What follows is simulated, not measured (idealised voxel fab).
The process module presented herein is designated voxel ribs on slabs.
In the cross-section labelled cut, the width is 285 nm and each square cell is 5 nm.
Each cross-section below is a grid of square cells, stated as bands in top-down order, with one or more rows of cells making up each band. Basically the band line says how high the top is and how high the bottom is, in nm, and then what's in it from left to right, every material with its width in nm. Empty space shows up as "blank", and if a single material carries "everywhere" it runs the full band edge to edge. Height reference: 0 = level under which incoming wafer is all one material. Lowest band: no bottom, runs on downward, e.g. "0..down". Per-row width for "30->40": begins at first number (top row of band), ends at second number (bottom row), increment between rows held constant. The designation "remained unchanged", where it is given for a processing step, indicates that no cell of the cross-section was altered in the course of that step. This entry, "Closed voids list", enumerates those empty regions of no fewer than 8 cells that possess no open connection to the top. Each region is reported in the form width x height at distance, the distance being taken from the left edge, with all three quantities expressed in nm. On a step's line, text after the settings is the simulator commenting on that step. overlay nm, on a step with a mask: how far to the right of its planned place the mask lay; to the left if negative.
Planned step list for the process:
step 1: RECEIVE, material Si
step 2: DIRECTIONAL_DEP, material SiO2, thk nm 30
step 3: DIRECTIONAL_DEP, material SiN, thk nm 15
step 4: DIRECTIONAL_DEP, material aC, thk nm 10
step 5: PATTERN, tone cover, mask id RIB, material resist, width nm 15, thk nm 25, overlay nm 0
step 6: DIRECTIONAL_ETCH, etch materials aC, depth nm 10
step 7: STRIP, etch materials resist
step 8: DIRECTIONAL_ETCH, etch materials SiN, depth nm 10
step 9: STRIP, etch materials aC
step 10: PATTERN, tone cover, mask id SLAB, material resist, width nm 45, thk nm 15, overlay nm 0
step 11: DIRECTIONAL_ETCH, etch materials SiN, depth nm 5
step 12: STRIP, etch materials resist
step 13: FILL_DEP, material SiO2, thk nm 25
step 14: CMP, height nm 65
step 15: DIRECTIONAL_DEP, material W, thk nm 5
step 16: MASKED_ETCH, tone cover, mask id HEATER, width nm 25, etch materials W, depth nm 5, overlay nm 0
step 17: CONFORMAL_DEP, material SiO2, thk nm 5
Run as planned: first of two wafers:
As-received state of the wafer in cross-section, equivalent to post-step 1:
	0..down | Si everywhere
	Closed voids list: none
After step 2, in cross-section:
	30..0 | SiO2 everywhere
	Anything lower than 0 is untouched.
After step 3, in cross-section:
	45..30 | SiN everywhere
	Anything lower than 30 is untouched.
After step 4, in cross-section:
	55..45 | aC everywhere
	Anything lower than 45 is untouched.
After step 5, in cross-section:
	80..55 | blank 135  resist 15  blank 135
	Anything lower than 55 is untouched.
After step 6, in cross-section:
	70..55 | blank 135  resist 15  blank 135
	55..45 | blank 135  aC 15  blank 135
	Anything lower than 45 is untouched.
After step 7, in cross-section:
	55..45 | blank 135  aC 15  blank 135
	Anything lower than 45 is untouched.
After step 8, in cross-section:
	55..45 | blank 135  aC 15  blank 135
	45..35 | blank 135  SiN 15  blank 135
	Anything lower than 35 is untouched.
After step 9, in cross-section:
	45..35 | blank 135  SiN 15  blank 135
	Anything lower than 35 is untouched.
After step 10, in cross-section:
	60..45 | blank 120  resist 45  blank 120
	45..35 | blank 120  resist 15  SiN 15  resist 15  blank 120
	Anything lower than 35 is untouched.
After step 11, in cross-section:
	60..45 | blank 120  resist 45  blank 120
	45..35 | blank 120  resist 15  SiN 15  resist 15  blank 120
	35..30 | blank 120  SiN 45  blank 120
	Anything lower than 30 is untouched.
After step 12, in cross-section:
	45..35 | blank 135  SiN 15  blank 135
	Anything lower than 35 is untouched.
After step 13, in cross-section:
	70..45 | SiO2 everywhere
	45..35 | SiO2 135  SiN 15  SiO2 135
	35..30 | SiO2 120  SiN 45  SiO2 120
	Anything lower than 30 is untouched.
After step 14, in cross-section:
	65..45 | SiO2 everywhere
	Anything lower than 45 is untouched.
After step 15, in cross-section:
	70..65 | W everywhere
	Anything lower than 65 is untouched.
After step 16, in cross-section:
	70..65 | blank 130  W 25  blank 130
	Anything lower than 65 is untouched.
After step 17, in cross-section:
	75..70 | blank 125  SiO2 35  blank 125
	70..65 | SiO2 130  W 25  SiO2 130
	Anything lower than 65 is untouched.
Wafer two. Identical start, identical plan. One mistake in execution. Identical history through step 15:
Cross-section, second wafer, at the end time the plan gives for step 16:
	70..65 | W 130  blank 25  W 130
	Anything lower than 65 is untouched.
Cross-section, second wafer, at the end time the plan gives for step 17:
	75..70 | SiO2 135  blank 15  SiO2 135
	70..65 | W 130  SiO2 25  W 130
	Anything lower than 65 is untouched.
Error vs. plan: for step 16, the planned setting was not used; the step was instead run as MASKED_ETCH, tone open, mask id HEATER, width nm 25, etch materials W, depth nm 5, overlay nm 0
Wafer comparison, final, in cells, second relative to first, materials more or fewer: W: 47 more
